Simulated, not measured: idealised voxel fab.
Process module heading - voxel gate over fins
Cross-section cut spans 255 nm and uses square cells 5 nm in size.
A cross-section is written here as square cells arranged in a grid, and it is given in bands from the top down, each band taking up one or more rows of cells.
It is stipulated that each band's entry specify, in nanometres, the height of the top of the band and then that of its bottom, followed by the materials of the band in left-to-right sequence, each together with its width in nanometres. A single material marked by the word "all across" is understood to fill the band from edge to edge; the word "blank" is understood to denote empty space.
A quick word on heights: they are counted from 0, and under that level the wafer as it came to us is one material throughout. The lowest band is different from the rest in having no bottom; it simply continues downward, written as in "0 nm and below".
So if you see something like "30->40" for the width, read it as the top row of the band sitting at the first number and the bottom row at the second, with every row in between moving by the same amount as the last.
For the purposes of this document, the phrase "everything unchanged" attached to a step denotes that no cell within the cross-section was modified by that step.
So "Tabulated closed voids" is basically the list of trapped voids: any empty space of 8 cells or more that can't reach the top through an opening. They're written width x height at distance, the distance being from the left edge, and it's all nm.
If you see something after the settings on a step's line, that's the simulator's own remark about that step.
When a step includes a mask, the "overlay nm" setting on its line states how far to the right of its planned place that mask lay, and negative values state how far to the left.
### List of planned process steps
1,RECEIVE | material Si
2,CONFORMAL_DEP | material SiN | thk nm 5
3,DIRECTIONAL_DEP | material aC | thk nm 15
4,PATTERN | tone cover | mask id FINS | material resist | width nm 15 | pitch nm 45 | thk nm 35 | overlay nm 0
5,DIRECTIONAL_ETCH | etch materials aC | depth nm 15
6,STRIP | etch materials resist
7,DIRECTIONAL_ETCH | etch materials SiN | depth nm 5
8,DIRECTIONAL_ETCH | etch materials Si | depth nm 40
9,STRIP | etch materials aC
10,FILL_DEP | material SiO2 | thk nm 10
11,CMP | height nm 5
12,SELECTIVE_ETCH | etch materials SiO2 | depth nm 15
13,STRIP | etch materials SiN
14,CONFORMAL_DEP | material HfO2 | thk nm 5
15,CONFORMAL_DEP | material TiN | thk nm 5
16,CONFORMAL_DEP | material TiAl | thk nm 5
17,CONFORMAL_DEP | material TiN | thk nm 5
18,FILL_DEP | material W | thk nm 10
19,CMP | height nm 25
20,CONFORMAL_DEP | material SiCN | thk nm 10
### Wafer cross-section on receipt, i.e. after step 1
	0 nm and below: Si all across
	Tabulated closed voids: none
### One mistake in running the module, otherwise start and plan as above: cross-section at the end
	35 nm to 25 nm: SiCN all across
	25 nm to 20 nm: W all across
	20 nm to 15 nm: W 85 nm, TiN 100 nm, W 70 nm
	15 nm to 10 nm: W 85 nm, TiN 5 nm, TiAl 90 nm, TiN 5 nm, W 70 nm
	10 nm to 5 nm: TiN 90 nm, TiAl 5 nm, TiN 35 nm, TiAl 10 nm, TiN 35 nm, TiAl 5 nm, TiN 75 nm
	5 nm to 0 nm: TiAl 95 nm, TiN 5 nm, HfO2 25 nm, TiN 5 nm, TiAl 10 nm, TiN 5 nm, HfO2 25 nm, TiN 5 nm, TiAl 80 nm
	0 nm to -5 nm: TiN 100 nm, HfO2 5 nm, Si 15 nm, HfO2 5 nm, TiN 20 nm, HfO2 5 nm, Si 15 nm, HfO2 5 nm, TiN 85 nm
	-5 nm to -10 nm: HfO2 105 nm, Si 15 nm, HfO2 30 nm, Si 15 nm, HfO2 90 nm
	-10 nm to -40 nm: SiO2 105 nm, Si 15 nm, SiO2 30 nm, Si 15 nm, SiO2 90 nm
	-40 nm and below: Si all across
	Tabulated closed voids: none
Against the plan, the run slipped here: not per plan at step 4, really ran PATTERN | tone cover | mask id FINS | material resist | width nm 15 | pitch nm 45 | thk nm 35 | overlay nm 10
